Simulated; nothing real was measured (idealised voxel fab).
Process module heading - voxel fin reveal
cross-section cut | 290 nm wide | cells 5 nm
Throughout this document, each cross-section is represented as a grid of square cells and is presented as a sequence of bands enumerated from the top downward, where a band comprises one or more rows of cells.
Look at the band entry: it leads with the top's height and the bottom's height in nm. Then it lists the materials left to right, with a width in nm for each. The word "throughout" on a single material says that material fills the band edge to edge. The word "empty" is empty space.
Note: height 0 marks the level under which the wafer is uniformly one material as received. Lowest band unbounded below, written "top 0, no bottom".
You'd read "30 to 40" like this: the band's top row of cells is as wide as the first number, its bottom row is as wide as the second, and going down, every row changes width by the same amount as the row before did.
Basically "nothing different" means that step didn't change any cell in the cross-section.
Under "Fully sealed cavities" you'll find the enclosed gaps, the ones with no way out to the top, that are 8 cells or bigger; each reads width x height at distance, with distance counted from the left edge, everything in nm.
If you see something after the settings on a step's line, that's the simulator's own remark about that step.
The setting "overlay nm" may be written on the line of a step. When the step uses a mask, the value reports how far to the right of the planned place the mask lay, and a negative value reports that it lay to the left.
### plan
1: RECEIVE with material Si
2: CONFORMAL_DEP with material SiN, thk nm 10
3: DIRECTIONAL_DEP with material aC, thk nm 15
4: PATTERN with tone cover, mask id FINS, material resist, width nm 15, pitch nm 35, thk nm 30, overlay nm 0
5: DIRECTIONAL_ETCH with etch materials aC, depth nm 15
6: STRIP with etch materials resist
7: DIRECTIONAL_ETCH with etch materials SiN, depth nm 10
8: DIRECTIONAL_ETCH with etch materials Si, depth nm 35
9: STRIP with etch materials aC
10: OXIDIZE with depth nm 5
11: FILL_DEP with material SiO2, thk nm 5
12: CMP with height nm 10
13: SELECTIVE_ETCH with etch materials SiO2, depth nm 35
14: STRIP with etch materials SiN
15: CONFORMAL_DEP with material SiO2, thk nm 5
### This is the cross-section of the wafer as we received it, i.e. after step 1
top 0, no bottom: Si throughout
Fully sealed cavities: none
### Wafer cross-section at end of module: start and plan as shown above, one execution error
top 5, bottom 0: empty 85 nm | SiN 15 nm | empty 20 nm | SiN 15 nm | empty 20 nm | SiN 15 nm | empty 20 nm | SiN 15 nm | empty 85 nm
top 0, bottom -20: empty 85 nm | SiN 5 nm | Si 5 nm | SiN 5 nm | empty 20 nm | SiN 5 nm | Si 5 nm | SiN 5 nm | empty 20 nm | SiN 5 nm | Si 5 nm | SiN 5 nm | empty 20 nm | SiN 5 nm | Si 5 nm | SiN 5 nm | empty 85 nm
top -20, bottom -25: SiN 90 nm | Si 5 nm | SiN 30 nm | Si 5 nm | SiN 30 nm | Si 5 nm | SiN 30 nm | Si 5 nm | SiN 90 nm
top -25, bottom -40: SiO2 90 nm | Si 5 nm | SiO2 30 nm | Si 5 nm | SiO2 30 nm | Si 5 nm | SiO2 30 nm | Si 5 nm | SiO2 90 nm
top -40, no bottom: Si throughout
Fully sealed cavities: none
What was the processing mistake? note that step 15 departed from the planned setting and was carried out as CONFORMAL_DEP with material SiN, thk nm 5
